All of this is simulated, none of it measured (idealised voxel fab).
Presented below is a process module, voxel tone inversion.
Section cut is 210 nm wide and gridded with 5 nm square cells.
Square cells in a grid make up a cross-section in this document, and the grid is given as bands, listed from the top down, each one or more rows of cells. For a band, the entry starts with two heights in nm, that of the top and then that of the bottom, and carries on with the band's materials in order from left to right, each alongside its width in nm; the word "everywhere" beside a single material means it fills the band edge to edge, and "blank" means empty space. For the purposes of this specification, 0 denotes the height below which the wafer in its as-received condition is composed wholly of one material, and the lowermost band, lacking a lower limit, extends downward without end, as expressed in "from 0 down". The two numbers in a width such as "30 to 40" mark its ends across the band: the first belongs to the top row of cells, the second to the bottom row, and from each row to the next the width moves by the same amount. Step note "no change" = no cross-section cell changed. "Trapped void list" enumerates empty spaces isolated from the top, with no open way to it, that contain at least 8 cells, giving each as width x height at distance from the left edge, all three in nm. Note: text after step settings on the step line = simulator remark on that step. "overlay nm", when on a step's line for a step with a mask, measures how far to the right of its planned place the mask lay; a negative measure means to the left.
### Here's what the planned process steps look like
1: RECEIVE [material Si]
2: CONFORMAL_DEP [material SiN] [thk nm 10]
3: DIRECTIONAL_DEP [material aC] [thk nm 25]
4: PATTERN [tone cover] [mask id POSTS] [material resist] [width nm 15] [pitch nm 45] [thk nm 30] [overlay nm 0]
5: DIRECTIONAL_ETCH [etch materials aC] [depth nm 25]
6: STRIP [etch materials resist]
7: FILL_DEP [material lowk] [thk nm 5]
8: CMP [height nm 35]
9: STRIP [etch materials aC]
### Incoming wafer in cross-section (state: after step 1)
> from 0 down = Si everywhere
> Trapped void list: none
### Look at the cross-section after the module: the wafer started out the way shown above and the plan was the one shown above, yet one mistake was made along the way
> from 35 to 15 = 75 lowk; 15 blank; 30 lowk; 15 blank; 75 lowk
> from 15 to 0 = SiN everywhere
> from 0 down = Si everywhere
> Trapped void list: none
Which mistake was made when the wafer was run? so step 2 ended up running with a different setting than we planned, it ran as CONFORMAL_DEP [material SiN] [thk nm 15]
